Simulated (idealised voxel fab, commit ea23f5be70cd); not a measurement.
Presented below is a process module, voxel self aligned vias.
This is section cut - it's 295 nm across, gridded in 5 nm square cells.
Cross-section format: a grid of square cells, given as bands from top to bottom; each band is one or more rows of cells.
Quick guide to a band line: top height, bottom height (nm) up front; then every material left to right with its width in nm. Only one material and it's marked "everywhere"? Then it fills the band edge to edge. And "air" just means empty space.
Beneath 0, the wafer as received is one material, and that level is where height counting begins. The lowest band goes on downward without a bottom; it is written like "0..down".
Per-row width for "30->40": begins at first number (top row of band), ends at second number (bottom row), increment between rows held constant.
Where the words "nothing altered" appear for a step, the cross-section shows no cell changed by that step; every cell remained as before.
For the entry "Closed cavities", the listed items are empty spaces with no open way to the top whose size is 8 cells or more; each item follows the pattern width x height at distance, where distance is from the left edge and all three are in nm.
That trailing text on a step's line, after the settings, is the simulator's own remark on the step.
overlay nm: step with mask; distance mask lay right of planned place; negative value = left of planned place.

[This section lists the process steps that were planned]
1 RECEIVE, material Si
2 CONFORMAL_DEP, material SiO2, thk nm 15
3 CONFORMAL_DEP, material SiCN, thk nm 5
4 DIRECTIONAL_DEP, material lowk, thk nm 25
5 DIRECTIONAL_DEP, material aC, thk nm 15
6 PATTERN, tone open, mask id LINES, material resist, width nm 25, pitch nm 60, thk nm 30, overlay nm 0
7 DIRECTIONAL_ETCH, etch materials aC, depth nm 15
8 STRIP, etch materials resist
9 DIRECTIONAL_ETCH, etch materials lowk, depth nm 25
10 STRIP, etch materials aC
11 CONFORMAL_DEP, material TiN, thk nm 5
12 FILL_DEP, material Ru, thk nm 10
13 CMP, height nm 45
14 SELECTIVE_ETCH, etch materials W Ru TiN, depth nm 5
15 FILL_DEP, material SiN, thk nm 5
16 CMP, height nm 45
17 DIRECTIONAL_DEP, material lowk, thk nm 15
18 PATTERN, tone open, mask id VIAS, material resist, width nm 45, pitch nm 60, thk nm 15, overlay nm 0
19 DIRECTIONAL_ETCH, etch materials lowk, depth nm 15
20 DIRECTIONAL_ETCH, etch materials SiN, depth nm 5
21 STRIP, etch materials resist
22 CONFORMAL_DEP, material TiN, thk nm 5
23 FILL_DEP, material Ru, thk nm 10
24 CMP, height nm 60
25 CONFORMAL_DEP, material SiN, thk nm 5

[Concerning the first of two wafers, which was run in accordance with the plan]

[As received (post step 1): cross-section]
> 0..down = Si everywhere
> Closed cavities: none

[The wafer, seen in cross-section, after step 2]
> 15..0 = SiO2 everywhere
> Under the height 0 nothing was changed.

[The wafer, seen in cross-section, after step 3]
> 20..15 = SiCN everywhere
> Under the height 15 nothing was changed.

[The wafer, seen in cross-section, after step 4]
> 45..20 = lowk everywhere
> Under the height 20 nothing was changed.

[The wafer, seen in cross-section, after step 5]
> 60..45 = aC everywhere
> Under the height 45 nothing was changed.

[The wafer, seen in cross-section, after step 6]
> 90..60 = 75 nm resist, 25 nm air, 35 nm resist, 25 nm air, 35 nm resist, 25 nm air, 75 nm resist
> Under the height 60 nothing was changed.

[The wafer, seen in cross-section, after step 7]
> 75..60 = 75 nm resist, 25 nm air, 35 nm resist, 25 nm air, 35 nm resist, 25 nm air, 75 nm resist
> 60..45 = 75 nm aC, 25 nm air, 35 nm aC, 25 nm air, 35 nm aC, 25 nm air, 75 nm aC
> Under the height 45 nothing was changed.

[The wafer, seen in cross-section, after step 8]
> 60..45 = 75 nm aC, 25 nm air, 35 nm aC, 25 nm air, 35 nm aC, 25 nm air, 75 nm aC
> Under the height 45 nothing was changed.

[The wafer, seen in cross-section, after step 9]
> 60..45 = 75 nm aC, 25 nm air, 35 nm aC, 25 nm air, 35 nm aC, 25 nm air, 75 nm aC
> 45..20 = 75 nm lowk, 25 nm air, 35 nm lowk, 25 nm air, 35 nm lowk, 25 nm air, 75 nm lowk
> Under the height 20 nothing was changed.

[The wafer, seen in cross-section, after step 10]
> 45..20 = 75 nm lowk, 25 nm air, 35 nm lowk, 25 nm air, 35 nm lowk, 25 nm air, 75 nm lowk
> Under the height 20 nothing was changed.

[The wafer, seen in cross-section, after step 11]
> 50..45 = 80 nm TiN, 15 nm air, 45 nm TiN, 15 nm air, 45 nm TiN, 15 nm air, 80 nm TiN
> 45..25 = 75 nm lowk, 5 nm TiN, 15 nm air, 5 nm TiN, 35 nm lowk, 5 nm TiN, 15 nm air, 5 nm TiN, 35 nm lowk, 5 nm TiN, 15 nm air, 5 nm TiN, 75 nm lowk
> 25..20 = 75 nm lowk, 25 nm TiN, 35 nm lowk, 25 nm TiN, 35 nm lowk, 25 nm TiN, 75 nm lowk
> Under the height 20 nothing was changed.

[The wafer, seen in cross-section, after step 12]
> 60..50 = Ru everywhere
> 50..45 = 80 nm TiN, 15 nm Ru, 45 nm TiN, 15 nm Ru, 45 nm TiN, 15 nm Ru, 80 nm TiN
> 45..25 = 75 nm lowk, 5 nm TiN, 15 nm Ru, 5 nm TiN, 35 nm lowk, 5 nm TiN, 15 nm Ru, 5 nm TiN, 35 nm lowk, 5 nm TiN, 15 nm Ru, 5 nm TiN, 75 nm lowk
> Under the height 25 nothing was changed.

[The wafer, seen in cross-section, after step 13]
> 45..25 = 75 nm lowk, 5 nm TiN, 15 nm Ru, 5 nm TiN, 35 nm lowk, 5 nm TiN, 15 nm Ru, 5 nm TiN, 35 nm lowk, 5 nm TiN, 15 nm Ru, 5 nm TiN, 75 nm lowk
> Under the height 25 nothing was changed.

[The wafer, seen in cross-section, after step 14]
> 45..40 = 75 nm lowk, 25 nm air, 35 nm lowk, 25 nm air, 35 nm lowk, 25 nm air, 75 nm lowk
> Under the height 40 nothing was changed.

[The wafer, seen in cross-section, after step 15]
> 50..45 = SiN everywhere
> 45..40 = 75 nm lowk, 25 nm SiN, 35 nm lowk, 25 nm SiN, 35 nm lowk, 25 nm SiN, 75 nm lowk
> Under the height 40 nothing was changed.

[The wafer, seen in cross-section, after step 16]
> 45..40 = 75 nm lowk, 25 nm SiN, 35 nm lowk, 25 nm SiN, 35 nm lowk, 25 nm SiN, 75 nm lowk
> Under the height 40 nothing was changed.

[The wafer, seen in cross-section, after step 17]
> 60..45 = lowk everywhere
> Under the height 45 nothing was changed.

[The wafer, seen in cross-section, after step 18]
> 75..60 = 65 nm resist, 45 nm air, 15 nm resist, 45 nm air, 15 nm resist, 45 nm air, 65 nm resist
> Under the height 60 nothing was changed.

[The wafer, seen in cross-section, after step 19]
> 75..60 = 65 nm resist, 45 nm air, 15 nm resist, 45 nm air, 15 nm resist, 45 nm air, 65 nm resist
> 60..45 = 65 nm lowk, 45 nm air, 15 nm lowk, 45 nm air, 15 nm lowk, 45 nm air, 65 nm lowk
> Under the height 45 nothing was changed.

[The wafer, seen in cross-section, after step 20]
> 75..60 = 65 nm resist, 45 nm air, 15 nm resist, 45 nm air, 15 nm resist, 45 nm air, 65 nm resist
> 60..45 = 65 nm lowk, 45 nm air, 15 nm lowk, 45 nm air, 15 nm lowk, 45 nm air, 65 nm lowk
> 45..40 = 75 nm lowk, 25 nm air, 35 nm lowk, 25 nm air, 35 nm lowk, 25 nm air, 75 nm lowk
> Under the height 40 nothing was changed.

[The wafer, seen in cross-section, after step 21]
> 60..45 = 65 nm lowk, 45 nm air, 15 nm lowk, 45 nm air, 15 nm lowk, 45 nm air, 65 nm lowk
> Under the height 45 nothing was changed.

[The wafer, seen in cross-section, after step 22]
> 65..60 = 70 nm TiN, 35 nm air, 25 nm TiN, 35 nm air, 25 nm TiN, 35 nm air, 70 nm TiN
> 60..50 = 65 nm lowk, 5 nm TiN, 35 nm air, 5 nm TiN, 15 nm lowk, 5 nm TiN, 35 nm air, 5 nm TiN, 15 nm lowk, 5 nm TiN, 35 nm air, 5 nm TiN, 65 nm lowk
> 50..45 = 65 nm lowk, 15 nm TiN, 15 nm air, 15 nm TiN, 15 nm lowk, 15 nm TiN, 15 nm air, 15 nm TiN, 15 nm lowk, 15 nm TiN, 15 nm air, 15 nm TiN, 65 nm lowk
> 45..40 = 75 nm lowk, 25 nm TiN, 35 nm lowk, 25 nm TiN, 35 nm lowk, 25 nm TiN, 75 nm lowk
> Under the height 40 nothing was changed.

[The wafer, seen in cross-section, after step 23]
> 75..65 = Ru everywhere
> 65..60 = 70 nm TiN, 35 nm Ru, 25 nm TiN, 35 nm Ru, 25 nm TiN, 35 nm Ru, 70 nm TiN
> 60..50 = 65 nm lowk, 5 nm TiN, 35 nm Ru, 5 nm TiN, 15 nm lowk, 5 nm TiN, 35 nm Ru, 5 nm TiN, 15 nm lowk, 5 nm TiN, 35 nm Ru, 5 nm TiN, 65 nm lowk
> 50..45 = 65 nm lowk, 15 nm TiN, 15 nm Ru, 15 nm TiN, 15 nm lowk, 15 nm TiN, 15 nm Ru, 15 nm TiN, 15 nm lowk, 15 nm TiN, 15 nm Ru, 15 nm TiN, 65 nm lowk
> Under the height 45 nothing was changed.

[The wafer, seen in cross-section, after step 24]
> 60..50 = 65 nm lowk, 5 nm TiN, 35 nm Ru, 5 nm TiN, 15 nm lowk, 5 nm TiN, 35 nm Ru, 5 nm TiN, 15 nm lowk, 5 nm TiN, 35 nm Ru, 5 nm TiN, 65 nm lowk
> Under the height 50 nothing was changed.

[The wafer, seen in cross-section, after step 25]
> 65..60 = SiN everywhere
> Under the height 60 nothing was changed.

[Second of two: same start, same plan, one run error; steps up to and including 17 match the first]

[The second wafer in cross-section, at the planned close of step 18]
> 75..60 = 65 nm air, 45 nm resist, 15 nm air, 45 nm resist, 15 nm air, 45 nm resist, 65 nm air
> Under the height 60 nothing was changed.

[The second wafer in cross-section, at the planned close of step 19]
> 75..60 = 65 nm air, 45 nm resist, 15 nm air, 45 nm resist, 15 nm air, 45 nm resist, 65 nm air
> 60..45 = 65 nm air, 45 nm lowk, 15 nm air, 45 nm lowk, 15 nm air, 45 nm lowk, 65 nm air
> Under the height 45 nothing was changed.

The second wafer in cross-section, at the planned close of step 20: nothing altered

[The second wafer in cross-section, at the planned close of step 21]
> 60..45 = 65 nm air, 45 nm lowk, 15 nm air, 45 nm lowk, 15 nm air, 45 nm lowk, 65 nm air
> Under the height 45 nothing was changed.

[The second wafer in cross-section, at the planned close of step 22]
> 65..60 = 60 nm air, 55 nm TiN, 5 nm air, 55 nm TiN, 5 nm air, 55 nm TiN, 60 nm air
> 60..50 = 60 nm air, 5 nm TiN, 45 nm lowk, 5 nm TiN, 5 nm air, 5 nm TiN, 45 nm lowk, 5 nm TiN, 5 nm air, 5 nm TiN, 45 nm lowk, 5 nm TiN, 60 nm air
> 50..45 = 65 nm TiN, 45 nm lowk, 15 nm TiN, 45 nm lowk, 15 nm TiN, 45 nm lowk, 65 nm TiN
> Under the height 45 nothing was changed.

[The second wafer in cross-section, at the planned close of step 23]
> 75..65 = Ru everywhere
> 65..60 = 60 nm Ru, 55 nm TiN, 5 nm Ru, 55 nm TiN, 5 nm Ru, 55 nm TiN, 60 nm Ru
> 60..50 = 60 nm Ru, 5 nm TiN, 45 nm lowk, 5 nm TiN, 5 nm Ru, 5 nm TiN, 45 nm lowk, 5 nm TiN, 5 nm Ru, 5 nm TiN, 45 nm lowk, 5 nm TiN, 60 nm Ru
> Under the height 50 nothing was changed.

[The second wafer in cross-section, at the planned close of step 24]
> 60..50 = 60 nm Ru, 5 nm TiN, 45 nm lowk, 5 nm TiN, 5 nm Ru, 5 nm TiN, 45 nm lowk, 5 nm TiN, 5 nm Ru, 5 nm TiN, 45 nm lowk, 5 nm TiN, 60 nm Ru
> Under the height 50 nothing was changed.

[The second wafer in cross-section, at the planned close of step 25]
> 65..60 = SiN everywhere
> Under the height 60 nothing was changed.
Finding, execution versus plan: step 18 changed vs plan, executed as PATTERN, tone cover, mask id VIAS, material resist, width nm 45, pitch nm 60, thk nm 15, overlay nm 0
Looking at both finished wafers in cells, the second ends up ahead of or behind the first on some materials: 1 more of Ru, 15 more of SiN, 1 fewer of TiN, 15 fewer of lowk
